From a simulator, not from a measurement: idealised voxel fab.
process module | voxel fin reveal
cross-section cut | 235 nm wide | cells 5 nm
A cross-section is a grid of square cells, given in bands from the top down. A band is one or more rows of cells.
Each band's line starts with the height of the band's top and of its bottom, in nm. Then come its materials from left to right, each with its width in nm. One material with "throughout" fills the band from edge to edge. "air" is empty space.
Height 0 is the level under which the wafer as received is all one material. The lowest band goes on downwards, as in "0 down".
A width such as "30 to 40" changes by the same amount from each row of cells to the next, from the band's top row to its bottom row.
"no change" after a step means that no cell of the cross-section changed.
closed voids: empty space of 8 cells or more with no open way to the top, each as width x height at its distance from the left edge, in nm
after a step's settings: what the simulator itself notes on the step
overlay nm, on a step with a mask: how far to the right of its planned place the mask lay; to the left if negative
plan
1 op RECEIVE | material Si
2 op CONFORMAL_DEP | material SiN | thk nm 5
3 op PATTERN | tone cover | mask id FINS | material resist | width nm 15 | pitch nm 35 | thk nm 15 | overlay nm 0
4 op DIRECTIONAL_ETCH | etch materials SiN | depth nm 5
5 op DIRECTIONAL_ETCH | etch materials Si | depth nm 30
6 op STRIP | etch materials resist
7 op OXIDIZE | depth nm 5
8 op FILL_DEP | material SiO2 | thk nm 10
9 op CMP | height nm 5
10 op SELECTIVE_ETCH | etch materials SiO2 | depth nm 15
11 op STRIP | etch materials SiN
12 op CONFORMAL_DEP | material SiO2 | thk nm 5
first wafer, as planned
as received, after step 1
  0 down: Si throughout
  closed voids: none
after step 2
  5 to 0: SiN throughout
  below 0: unchanged
after step 3
  20 to 5: air 90 | resist 15 | air 20 | resist 15 | air 95
  below 5: unchanged
after step 4
  20 to 5: air 90 | resist 15 | air 20 | resist 15 | air 95
  5 to 0: air 90 | SiN 15 | air 20 | SiN 15 | air 95
  below 0: unchanged
after step 5
  20 to 5: air 90 | resist 15 | air 20 | resist 15 | air 95
  5 to 0: air 90 | SiN 15 | air 20 | SiN 15 | air 95
  0 to -30: air 90 | Si 15 | air 20 | Si 15 | air 95
  below -30: unchanged
after step 6
  5 to 0: air 90 | SiN 15 | air 20 | SiN 15 | air 95
  below 0: unchanged
after step 7
  5 to 0: air 90 | SiN 15 | air 20 | SiN 15 | air 95
  0 to -30: air 90 | SiO2 5 | Si 5 | SiO2 5 | air 20 | SiO2 5 | Si 5 | SiO2 5 | air 95
  -30 to -35: SiO2 95 | Si 5 | SiO2 30 | Si 5 | SiO2 100
  below -35: unchanged
after step 8
  15 to 5: SiO2 throughout
  5 to 0: SiO2 90 | SiN 15 | SiO2 20 | SiN 15 | SiO2 95
  0 to -35: SiO2 95 | Si 5 | SiO2 30 | Si 5 | SiO2 100
  below -35: unchanged
after step 9
  5 to 0: SiO2 90 | SiN 15 | SiO2 20 | SiN 15 | SiO2 95
  below 0: unchanged
after step 10
  5 to 0: air 90 | SiN 15 | air 20 | SiN 15 | air 95
  0 to -10: air 95 | Si 5 | air 30 | Si 5 | air 100
  below -10: unchanged
after step 11
  0 to -10: air 95 | Si 5 | air 30 | Si 5 | air 100
  below -10: unchanged
after step 12
  5 to 0: air 90 | SiO2 15 | air 20 | SiO2 15 | air 95
  0 to -5: air 90 | SiO2 5 | Si 5 | SiO2 5 | air 20 | SiO2 5 | Si 5 | SiO2 5 | air 95
  -5 to -35: SiO2 95 | Si 5 | SiO2 30 | Si 5 | SiO2 100
  below -35: unchanged
second wafer: like start, like plan, one mistake. Through step 2 it matches the first wafer
when step 3 should have ended
  20 to 5: air 90 | resist 20 | air 15 | resist 20 | air 90
  below 5: unchanged
when step 4 should have ended
  20 to 5: air 90 | resist 20 | air 15 | resist 20 | air 90
  5 to 0: air 90 | SiN 20 | air 15 | SiN 20 | air 90
  below 0: unchanged
when step 5 should have ended
  20 to 5: air 90 | resist 20 | air 15 | resist 20 | air 90
  5 to 0: air 90 | SiN 20 | air 15 | SiN 20 | air 90
  0 to -30: air 90 | Si 20 | air 15 | Si 20 | air 90
  below -30: unchanged
when step 6 should have ended
  5 to 0: air 90 | SiN 20 | air 15 | SiN 20 | air 90
  below 0: unchanged
when step 7 should have ended
  5 to 0: air 90 | SiN 20 | air 15 | SiN 20 | air 90
  0 to -30: air 90 | SiO2 5 | Si 10 | SiO2 5 | air 15 | SiO2 5 | Si 10 | SiO2 5 | air 90
  -30 to -35: SiO2 95 | Si 10 | SiO2 25 | Si 10 | SiO2 95
  below -35: unchanged
when step 8 should have ended
  15 to 5: SiO2 throughout
  5 to 0: SiO2 90 | SiN 20 | SiO2 15 | SiN 20 | SiO2 90
  0 to -35: SiO2 95 | Si 10 | SiO2 25 | Si 10 | SiO2 95
  below -35: unchanged
when step 9 should have ended
  5 to 0: SiO2 90 | SiN 20 | SiO2 15 | SiN 20 | SiO2 90
  below 0: unchanged
when step 10 should have ended
  5 to 0: air 90 | SiN 20 | air 15 | SiN 20 | air 90
  0 to -10: air 95 | Si 10 | air 25 | Si 10 | air 95
  below -10: unchanged
when step 11 should have ended
  0 to -10: air 95 | Si 10 | air 25 | Si 10 | air 95
  below -10: unchanged
when step 12 should have ended
  5 to 0: air 90 | SiO2 20 | air 15 | SiO2 20 | air 90
  0 to -5: air 90 | SiO2 5 | Si 10 | SiO2 5 | air 15 | SiO2 5 | Si 10 | SiO2 5 | air 90
  -5 to -35: SiO2 95 | Si 10 | SiO2 25 | Si 10 | SiO2 95
  below -35: unchanged
what went wrong: step 3 ran as: op PATTERN | tone cover | mask id FINS | material resist | width nm 20 | pitch nm 35 | thk nm 15 | overlay nm 0
at the end the second wafer has, in cells: 14 more of Si | 10 fewer of SiO2
